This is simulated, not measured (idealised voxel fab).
process module | voxel double patterning
cross-section cut | 280 nm wide | cells 5 nm
A cross-section is a grid of square cells, given in bands from the top down. A band is one or more rows of cells.
Each band's line starts with the height of the band's top and of its bottom, in nm. Then come its materials from left to right, each with its width in nm. One material with "throughout" fills the band from edge to edge. "air" is empty space.
Height 0 is the level under which the wafer as received is all one material. The lowest band goes on downwards, as in "0 down".
A width such as "30 to 40" changes by the same amount from each row of cells to the next, from the band's top row to its bottom row.
"no change" after a step means that no cell of the cross-section changed.
closed voids: empty space of 8 cells or more with no open way to the top, each as width x height at its distance from the left edge, in nm
after a step's settings: what the simulator itself notes on the step
overlay nm, on a step with a mask: how far to the right of its planned place the mask lay; to the left if negative
plan
1 op RECEIVE | material Si
2 op CONFORMAL_DEP | material SiO2 | thk nm 5
3 op DIRECTIONAL_DEP | material W | thk nm 10
4 op DIRECTIONAL_DEP | material SiN | thk nm 10
5 op MASKED_ETCH | tone open | mask id FIRST | width nm 15 | pitch nm 50 | etch materials SiN | depth nm 10 | overlay nm 0
6 op PATTERN | tone open | mask id SECOND | material resist | width nm 15 | pitch nm 50 | thk nm 15 | overlay nm 0
7 op DIRECTIONAL_ETCH | etch materials SiN | depth nm 10
8 op STRIP | etch materials resist
9 op DIRECTIONAL_ETCH | etch materials W | depth nm 10
10 op STRIP | etch materials SiN
first wafer, as planned
as received, after step 1
  0 down: Si throughout
  closed voids: none
after step 2
  5 to 0: SiO2 throughout
  below 0: unchanged
after step 3
  15 to 5: W throughout
  below 5: unchanged
after step 4
  25 to 15: SiN throughout
  below 15: unchanged
after step 5
  25 to 15: SiN 80 | air 15 | SiN 35 | air 15 | SiN 35 | air 15 | SiN 85
  below 15: unchanged
after step 6
  40 to 25: resist 105 | air 15 | resist 35 | air 15 | resist 110
  25 to 15: SiN 80 | resist 15 | SiN 35 | resist 15 | SiN 35 | resist 15 | SiN 85
  below 15: unchanged
after step 7
  40 to 25: resist 105 | air 15 | resist 35 | air 15 | resist 110
  25 to 15: SiN 80 | resist 15 | SiN 10 | air 15 | SiN 10 | resist 15 | SiN 10 | air 15 | SiN 10 | resist 15 | SiN 85
  below 15: unchanged
after step 8
  25 to 15: SiN 80 | air 15 | SiN 10 | air 15 | SiN 10 | air 15 | SiN 10 | air 15 | SiN 10 | air 15 | SiN 85
  below 15: unchanged
after step 9
  25 to 15: SiN 80 | air 15 | SiN 10 | air 15 | SiN 10 | air 15 | SiN 10 | air 15 | SiN 10 | air 15 | SiN 85
  15 to 5: W 80 | air 15 | W 10 | air 15 | W 10 | air 15 | W 10 | air 15 | W 10 | air 15 | W 85
  below 5: unchanged
after step 10
  15 to 5: W 80 | air 15 | W 10 | air 15 | W 10 | air 15 | W 10 | air 15 | W 10 | air 15 | W 85
  below 5: unchanged
second wafer: like start, like plan, one mistake. Through step 1 it matches the first wafer
when step 2 should have ended
  10 to 0: W throughout
  below 0: unchanged
when step 3 should have ended
  15 to 10: SiO2 throughout
  below 10: unchanged
when step 4 should have ended
  25 to 15: SiN throughout
  below 15: unchanged
when step 5 should have ended
  25 to 15: SiN 80 | air 15 | SiN 35 | air 15 | SiN 35 | air 15 | SiN 85
  below 15: unchanged
when step 6 should have ended
  40 to 25: resist 105 | air 15 | resist 35 | air 15 | resist 110
  25 to 15: SiN 80 | resist 15 | SiN 35 | resist 15 | SiN 35 | resist 15 | SiN 85
  below 15: unchanged
when step 7 should have ended
  40 to 25: resist 105 | air 15 | resist 35 | air 15 | resist 110
  25 to 15: SiN 80 | resist 15 | SiN 10 | air 15 | SiN 10 | resist 15 | SiN 10 | air 15 | SiN 10 | resist 15 | SiN 85
  below 15: unchanged
when step 8 should have ended
  25 to 15: SiN 80 | air 15 | SiN 10 | air 15 | SiN 10 | air 15 | SiN 10 | air 15 | SiN 10 | air 15 | SiN 85
  below 15: unchanged
when step 9 should have ended: no change
when step 10 should have ended
  15 to 10: SiO2 throughout
  below 10: unchanged
what went wrong: steps 2 and 3 were swapped
at the end the second wafer has, in cells: 30 more of W
